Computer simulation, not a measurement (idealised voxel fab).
Process module in this document: voxel air gaps
The cross-section shown here is cut; it is 290 nm wide and divided into square cells measuring 5 nm on a side.
We lay out every cross-section as a grid of square cells and spell it out in bands from the top down, where one band means one or more rows of cells.
Quick guide to a band line: top height, bottom height (nm) up front; then every material left to right with its width in nm. Only one material and it's marked "all across"? Then it fills the band edge to edge. And "empty" just means empty space.
Height is counted from the level 0, under which the received wafer is composed throughout of one material. The lowest of the bands is not closed at the bottom but continues downward, in the notation "0 -> down".
Note: "30->40" means the width goes from the first number (top row of the band) to the second number (bottom row) in equal steps per row of cells.
For the purposes of this document, the phrase "all unchanged" attached to a step denotes that no cell within the cross-section was modified by that step.
"Enclosed empty spaces" - sealed voids, min. 8 cells, no opening to top; format: width x height at distance (distance from left edge; nm throughout).
Text after the settings on a step's line: the simulator's own remark on that step.
"overlay nm" answers the question of how far to the right of plan the mask lay on a step that has a mask, and when it is negative the answer is to the left.

## These are the steps we planned for the process
1 op RECEIVE | material Si
2 op CONFORMAL_DEP | material SiO2 | thk nm 15
3 op CONFORMAL_DEP | material SiCN | thk nm 5
4 op DIRECTIONAL_DEP | material SiO2 | thk nm 40
5 op DIRECTIONAL_DEP | material aC | thk nm 15
6 op PATTERN | tone open | mask id LINES | material resist | width nm 20 | pitch nm 45 | thk nm 30 | overlay nm 0
7 op DIRECTIONAL_ETCH | etch materials aC | depth nm 15
8 op STRIP | etch materials resist
9 op DIRECTIONAL_ETCH | etch materials SiO2 | depth nm 40
10 op STRIP | etch materials aC
11 op CONFORMAL_DEP | material TiN | thk nm 5
12 op FILL_DEP | material W | thk nm 5
13 op CMP | height nm 60
14 op EPI | material Ru | thk nm 10
15 op SELECTIVE_ETCH | etch materials SiO2 | depth nm 50
16 op CONFORMAL_DEP | material SiCN | thk nm 5

## Wafer as received: cross-section following step 1
> 0 -> down | Si all across
> Enclosed empty spaces: none

## Here's the wafer cut in cross-section after the module, started and planned just like above, except one thing was done wrong in the run
> 75 -> 70 | empty 50 nm | SiCN 185 nm | empty 55 nm
> 70 -> 60 | empty 50 nm | SiCN 5 nm | Ru 40 nm | SiCN 5 nm | Ru 40 nm | SiCN 5 nm | Ru 40 nm | SiCN 5 nm | Ru 40 nm | SiCN 5 nm | empty 55 nm
> 60 -> 55 | empty 50 nm | SiCN 15 nm | TiN 5 nm | W 10 nm | TiN 5 nm | SiCN 25 nm | TiN 5 nm | W 10 nm | TiN 5 nm | SiCN 25 nm | TiN 5 nm | W 10 nm | TiN 5 nm | SiCN 25 nm | TiN 5 nm | W 10 nm | TiN 5 nm | SiCN 15 nm | empty 55 nm
> 55 -> 40 | empty 60 nm | SiCN 5 nm | TiN 5 nm | W 10 nm | TiN 5 nm | SiCN 5 nm | empty 15 nm | SiCN 5 nm | TiN 5 nm | W 10 nm | TiN 5 nm | SiCN 5 nm | empty 15 nm | SiCN 5 nm | TiN 5 nm | W 10 nm | TiN 5 nm | SiCN 5 nm | empty 15 nm | SiCN 5 nm | TiN 5 nm | W 10 nm | TiN 5 nm | SiCN 5 nm | empty 65 nm
> 40 -> 35 | SiCN 65 nm | TiN 20 nm | SiCN 25 nm | TiN 20 nm | SiCN 25 nm | TiN 20 nm | SiCN 25 nm | TiN 20 nm | SiCN 70 nm
> 35 -> 30 | SiCN all across
> 30 -> 0 | SiO2 all across
> 0 -> down | Si all across
> Enclosed empty spaces: 15 x 15 at 90; 15 x 15 at 135; 15 x 15 at 180
What broke from the plan during processing? step 2 from the plan got run twice
